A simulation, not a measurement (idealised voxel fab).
The following process module bears the name voxel transistor to metal.
We display cut, a cross-section 140 nm in width whose square cells are each 5 nm.
Heads up, the way a cross-section reads in here is a grid of square cells, handed over as bands from the top down, with every band being one or more rows of cells. For a band, the entry starts with two heights in nm, that of the top and then that of the bottom, and carries on with the band's materials in order from left to right, each alongside its width in nm; the word "all across" beside a single material means it fills the band edge to edge, and "air" means empty space. Height 0 is the level under which the wafer as received is all one material. The lowest band goes on downwards, as in "top 0, no bottom". The notation "30 to 40" denotes a width that varies across the rows of cells in the band, beginning at the first number in the top row, finishing at the second number in the bottom row, and changing by an identical amount from each row to the next. Where the words "no change occurred" appear for a step, the cross-section shows no cell changed by that step; every cell remained as before. Reported under the label "Listed closed voids" are the empty spaces having no open way to the top and comprising 8 cells or more; the notation for each is width x height at distance, in which the distance is measured from the left edge and all three values are in nm. That trailing text on a step's line, after the settings, is the simulator's own remark on the step. overlay nm: right-of-plan distance of the mask on a masked step; negative values mean left-of-plan.
This section lists the process steps that were planned
1. RECEIVE | material Si
2. OXIDIZE | depth nm 5
3. CONFORMAL_DEP | material SiN | thk nm 10
4. MASKED_ETCH | tone cover | mask id ACTIVE | width nm 105 | etch materials SiN | depth nm 10 | overlay nm 0
5. MASKED_ETCH | tone cover | mask id ACTIVE | width nm 105 | etch materials SiO2 | depth nm 5 | overlay nm 0
6. MASKED_ETCH | tone cover | mask id ACTIVE | width nm 105 | etch materials Si | depth nm 30 | overlay nm 0
7. OXIDIZE | depth nm 5
8. FILL_DEP | material SiO2 | thk nm 15
9. CMP | height nm 10
10. SELECTIVE_ETCH | etch materials SiO2 | depth nm 5
11. STRIP | etch materials SiN
12. SELECTIVE_ETCH | etch materials SiO2 | depth nm 5
13. OXIDIZE | depth nm 5
14. DIRECTIONAL_DEP | material polySi | thk nm 20
15. DIRECTIONAL_DEP | material SiCN | thk nm 15
16. DIRECTIONAL_DEP | material aC | thk nm 10
17. PATTERN | tone cover | mask id GATE | material resist | width nm 25 | thk nm 25 | overlay nm 0
18. DIRECTIONAL_ETCH | etch materials aC | depth nm 10
19. STRIP | etch materials resist
20. DIRECTIONAL_ETCH | etch materials SiCN | depth nm 25
21. DIRECTIONAL_ETCH | etch materials polySi | depth nm 30
22. STRIP | etch materials aC
23. CONFORMAL_DEP | material SiN | thk nm 5
24. DIRECTIONAL_ETCH | etch materials SiN | depth nm 5
25. DIRECTIONAL_ETCH | etch materials SiO2 | depth nm 5
26. DIRECTIONAL_ETCH | etch materials Si | depth nm 5
27. EPI | material pSi | thk nm 10
28. FILL_DEP | material SiO2 | thk nm 10
29. CMP | height nm 15
30. STRIP | etch materials polySi
31. SELECTIVE_ETCH | etch materials SiO2 | depth nm 5
32. CONFORMAL_DEP | material HfO2 | thk nm 5
33. CONFORMAL_DEP | material TiN | thk nm 5
34. FILL_DEP | material W | thk nm 5
35. CMP | height nm 10
36. DIRECTIONAL_DEP | material SiO2 | thk nm 10
37. PATTERN | tone open | mask id CONTACT | material resist | width nm 15 | pitch nm 80 | thk nm 15 | overlay nm 0
38. DIRECTIONAL_ETCH | etch materials SiO2 | depth nm 25
39. STRIP | etch materials resist
40. CONFORMAL_DEP | material TiN | thk nm 5
41. FILL_DEP | material Ru | thk nm 10
42. CMP | height nm 20
43. CONFORMAL_DEP | material SiCN | thk nm 5
44. DIRECTIONAL_DEP | material lowk | thk nm 20
45. DIRECTIONAL_DEP | material aC | thk nm 15
46. PATTERN | tone open | mask id METAL_1 | material resist | width nm 15 | pitch nm 80 | thk nm 30 | overlay nm 0
47. DIRECTIONAL_ETCH | etch materials aC | depth nm 15
48. STRIP | etch materials resist
49. DIRECTIONAL_ETCH | etch materials lowk | depth nm 20
50. DIRECTIONAL_ETCH | etch materials SiCN | depth nm 5
51. STRIP | etch materials aC
52. CONFORMAL_DEP | material TiN | thk nm 5
53. FILL_DEP | material Cu | thk nm 5
54. CMP | height nm 45
55. CONFORMAL_DEP | material SiCN | thk nm 5
56. DIRECTIONAL_DEP | material lowk | thk nm 35
57. PATTERN | tone open | mask id METAL_2 | material resist | width nm 15 | pitch nm 80 | thk nm 15 | overlay nm 0
58. DIRECTIONAL_ETCH | etch materials lowk | depth nm 20
59. STRIP | etch materials resist
60. MASKED_ETCH | tone open | mask id METAL_2_HOLES | width nm 15 | pitch nm 80 | etch materials lowk | depth nm 15 | overlay nm 0
61. MASKED_ETCH | tone open | mask id METAL_2_HOLES | width nm 15 | pitch nm 80 | etch materials SiCN | depth nm 5 | overlay nm 0
62. CONFORMAL_DEP | material TiN | thk nm 5
63. FILL_DEP | material Ru | thk nm 10
64. CMP | height nm 85
65. CONFORMAL_DEP | material SiCN | thk nm 5
Incoming wafer in cross-section (state: after step 1)
* top 0, no bottom  Si all across
* Listed closed voids: none
Cross-sectional image of the first of two wafers at the end of the module, the run having proceeded as planned
* top 90, bottom 85  SiCN all across
* top 85, bottom 50  20 nm lowk; 5 nm TiN; 5 nm Ru; 5 nm TiN; 65 nm lowk; 5 nm TiN; 5 nm Ru; 5 nm TiN; 25 nm lowk
* top 50, bottom 45  20 nm SiCN; 15 nm TiN; 65 nm SiCN; 15 nm TiN; 25 nm SiCN
* top 45, bottom 25  20 nm lowk; 5 nm TiN; 5 nm Cu; 5 nm TiN; 65 nm lowk; 5 nm TiN; 5 nm Cu; 5 nm TiN; 25 nm lowk
* top 25, bottom 20  20 nm SiCN; 15 nm TiN; 65 nm SiCN; 15 nm TiN; 25 nm SiCN
* top 20, bottom 10  20 nm SiO2; 5 nm TiN; 5 nm Ru; 5 nm TiN; 65 nm SiO2; 5 nm TiN; 5 nm Ru; 5 nm TiN; 25 nm SiO2
* top 10, bottom 0  20 nm SiO2; 5 nm TiN; 5 nm Ru; 5 nm TiN; 15 nm SiO2; 5 nm SiN; 5 nm HfO2; 5 nm TiN; 5 nm W; 5 nm TiN; 5 nm HfO2; 5 nm SiN; 15 nm SiO2; 5 nm TiN; 5 nm Ru; 5 nm TiN; 25 nm SiO2
* top 0, bottom -5  10 nm SiO2; 5 nm SiN; 5 nm SiO2; 15 nm TiN; 5 nm SiO2; 10 nm pSi; 5 nm SiN; 5 nm HfO2; 15 nm TiN; 5 nm HfO2; 5 nm SiN; 10 nm pSi; 5 nm SiO2; 15 nm TiN; 5 nm SiO2; 5 nm SiN; 15 nm SiO2
* top -5, bottom -10  15 nm SiO2; 35 nm pSi; 35 nm HfO2; 35 nm pSi; 20 nm SiO2
* top -10, bottom -15  20 nm SiO2; 30 nm pSi; 35 nm Si; 30 nm pSi; 25 nm SiO2
* top -15, bottom -40  20 nm SiO2; 95 nm Si; 25 nm SiO2
* top -40, no bottom  Si all across
* Listed closed voids: none
Second wafer cross-section at end of module - shared start and plan with the first, one mistake in the run
* top 90, bottom 85  SiCN all across
* top 85, bottom 50  20 nm lowk; 5 nm TiN; 5 nm Ru; 5 nm TiN; 65 nm lowk; 5 nm TiN; 5 nm Ru; 5 nm TiN; 25 nm lowk
* top 50, bottom 45  20 nm SiCN; 15 nm TiN; 65 nm SiCN; 15 nm TiN; 25 nm SiCN
* top 45, bottom 25  15 nm lowk; 5 nm TiN; 15 nm Cu; 5 nm TiN; 55 nm lowk; 5 nm TiN; 15 nm Cu; 5 nm TiN; 20 nm lowk
* top 25, bottom 20  15 nm SiCN; 25 nm TiN; 55 nm SiCN; 25 nm TiN; 20 nm SiCN
* top 20, bottom 10  20 nm SiO2; 5 nm TiN; 5 nm Ru; 5 nm TiN; 65 nm SiO2; 5 nm TiN; 5 nm Ru; 5 nm TiN; 25 nm SiO2
* top 10, bottom 0  20 nm SiO2; 5 nm TiN; 5 nm Ru; 5 nm TiN; 15 nm SiO2; 5 nm SiN; 5 nm HfO2; 5 nm TiN; 5 nm W; 5 nm TiN; 5 nm HfO2; 5 nm SiN; 15 nm SiO2; 5 nm TiN; 5 nm Ru; 5 nm TiN; 25 nm SiO2
* top 0, bottom -5  10 nm SiO2; 5 nm SiN; 5 nm SiO2; 15 nm TiN; 5 nm SiO2; 10 nm pSi; 5 nm SiN; 5 nm HfO2; 15 nm TiN; 5 nm HfO2; 5 nm SiN; 10 nm pSi; 5 nm SiO2; 15 nm TiN; 5 nm SiO2; 5 nm SiN; 15 nm SiO2
* top -5, bottom -10  15 nm SiO2; 35 nm pSi; 35 nm HfO2; 35 nm pSi; 20 nm SiO2
* top -10, bottom -15  20 nm SiO2; 30 nm pSi; 35 nm Si; 30 nm pSi; 25 nm SiO2
* top -15, bottom -40  20 nm SiO2; 95 nm Si; 25 nm SiO2
* top -40, no bottom  Si all across
* Listed closed voids: none
Against the plan, the run slipped here: step 46 changed vs plan, executed as PATTERN | tone open | mask id METAL_1 | material resist | width nm 25 | pitch nm 80 | thk nm 30 | overlay nm 0
Bottom line after processing is that, in cells, the second wafer is up or down on some materials versus the first: +16 Cu, -4 SiCN, +4 TiN, -16 lowk
